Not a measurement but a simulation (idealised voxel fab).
A process module follows: voxel tone inversion.
Section cut is 225 nm wide and gridded with 5 nm square cells.
Just so we're on the same page, the cross-sections are grids of square cells, and they're listed out in bands top to bottom, each band one or more rows deep.
This entry defines a band. It first specifies the height of the band's top and the height of its bottom in nm, and then specifies the band's materials from left to right, stating each material with its width in nm. The word "all across" identifies a single material that fills the band from edge to edge, while the word "blank" identifies empty space.
A quick word on heights: they are counted from 0, and under that level the wafer as it came to us is one material throughout. The lowest band is different from the rest in having no bottom; it simply continues downward, written as in "top 0, no bottom".
Width "30->40": first value at the band's top row of cells, second value at its bottom row, equal change from row to row.
Given "no alterations made" for a step, no cell of the cross-section differs between before and after that step.
"Enclosed void catalog" lists enclosed empty spaces (at least 8 cells, no open path upward to the top), each as width x height at distance from the left edge, in nm.
Heads up: the bit after the settings on a step's line is the simulator's remark on that step.
"overlay nm" denotes, for a step that has a mask, the displacement of the mask to the right of its planned place, with negative values corresponding to the left.

## Process steps foreseen in the plan
1: op RECEIVE | material Si
2: op CONFORMAL_DEP | material SiCN | thk nm 10
3: op DIRECTIONAL_DEP | material aC | thk nm 15
4: op PATTERN | tone cover | mask id POSTS | material resist | width nm 20 | pitch nm 40 | thk nm 20 | overlay nm -15
5: op DIRECTIONAL_ETCH | etch materials aC | depth nm 15
6: op STRIP | etch materials resist
7: op FILL_DEP | material SiO2 | thk nm 10
8: op CMP | height nm 25
9: op STRIP | etch materials aC
10: op CONFORMAL_DEP | material TiN | thk nm 5
11: op FILL_DEP | material W | thk nm 10
12: op CMP | height nm 25
13: op CONFORMAL_DEP | material SiN | thk nm 5
Wafer-to-wafer difference: overlay nm, step 4. Common start. Plan = first wafer's value.

## As received, i.e. after step 1: cross-section through the first of several wafers
  top 0, no bottom | Si all across
  Enclosed void catalog: none

## Below, a row for every wafer. Read it as the end-of-module picture: for each material the wafer shows its cells gained (+) or lost (-) since it was received, and then its closed voids
overlay nm -15; +90 SiCN; +45 SiN; +87 SiO2; +32 TiN; +16 W; Enclosed void catalog: none
overlay nm -10; +90 SiCN; +45 SiN; +87 SiO2; +32 TiN; +16 W; Enclosed void catalog: none
overlay nm -5; +90 SiCN; +45 SiN; +87 SiO2; +32 TiN; +16 W; Enclosed void catalog: none
overlay nm 0; +90 SiCN; +45 SiN; +87 SiO2; +32 TiN; +16 W; Enclosed void catalog: none
overlay nm 5; +90 SiCN; +45 SiN; +87 SiO2; +32 TiN; +16 W; Enclosed void catalog: none
overlay nm 10; +90 SiCN; +45 SiN; +87 SiO2; +32 TiN; +16 W; Enclosed void catalog: none
overlay nm 15; +90 SiCN; +45 SiN; +87 SiO2; +32 TiN; +16 W; Enclosed void catalog: none
